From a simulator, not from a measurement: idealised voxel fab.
This section sets out a process module, namely voxel double patterning.
Section cut is 160 nm wide and gridded with 5 nm square cells.
Bands, listed from the top down, are how a cross-section gets written in this document; the cross-section itself is a grid of square cells, and a band is one or more rows of them. Band: top height; bottom height; in nm. Then, left to right: material with width in nm, for each material. "all across": a single material spanning edge to edge. "empty": empty space. For the purposes of this specification, 0 denotes the height below which the wafer in its as-received condition is composed wholly of one material, and the lowermost band, lacking a lower limit, extends downward without end, as expressed in "0 down". Width: "30->40" (first number = top row, second number = bottom row, same change from row to row of cells). Any step labelled "remained unchanged" changed none of the cells in the cross-section. Empty spaces counting at least 8 cells and having no open way to the top are listed in "Closed void table". The notation width x height at distance is used for each, the distance being from the left edge and all three values in nm. Whatever follows a step's settings on its line is a remark the simulator itself makes about that step. On any step carrying a mask, the "overlay nm" setting, if present on the step's line, tells how far right of its planned place the mask lay; negative values point to the left.

## Process steps - plan
1. RECEIVE: material Si
2. CONFORMAL_DEP: material SiO2, thk nm 10
3. DIRECTIONAL_DEP: material polySi, thk nm 15
4. DIRECTIONAL_DEP: material SiN, thk nm 10
5. PATTERN: tone open, mask id FIRST, material resist, width nm 15, pitch nm 50, thk nm 20, overlay nm 0
6. DIRECTIONAL_ETCH: etch materials SiN, depth nm 10
7. STRIP: etch materials resist
8. MASKED_ETCH: tone open, mask id SECOND, width nm 15, pitch nm 50, etch materials SiN, depth nm 10, overlay nm 0
9. DIRECTIONAL_ETCH: etch materials polySi, depth nm 15
10. STRIP: etch materials SiN

## Incoming wafer in cross-section (state: after step 1)
0 down  Si all across
Closed void table: none

## Cross-section, first of two wafers, end of module, run as planned
25 to 10  20 of polySi / 15 of empty / 10 of polySi / 15 of empty / 10 of polySi / 15 of empty / 10 of polySi / 15 of empty / 10 of polySi / 15 of empty / 25 of polySi
10 to 0  SiO2 all across
0 down  Si all across
Closed void table: none

## Presented here is a cross-section of the second of the two wafers as it stood at the end of the module. It was started in the same manner and assigned the same plan as the first wafer; however, one mistake was made in its execution
25 to 10  15 of polySi / 25 of empty / 5 of polySi / 15 of empty / 5 of polySi / 25 of empty / 5 of polySi / 15 of empty / 5 of polySi / 25 of empty / 20 of polySi
10 to 0  SiO2 all across
0 down  Si all across
Closed void table: none
What went wrong in running the wafer? rather than as planned, step 5 actually ran as PATTERN: tone open, mask id FIRST, material resist, width nm 25, pitch nm 50, thk nm 20, overlay nm 0
Materials where the second wafer ends with more or fewer cells than the first: polySi: 18 fewer
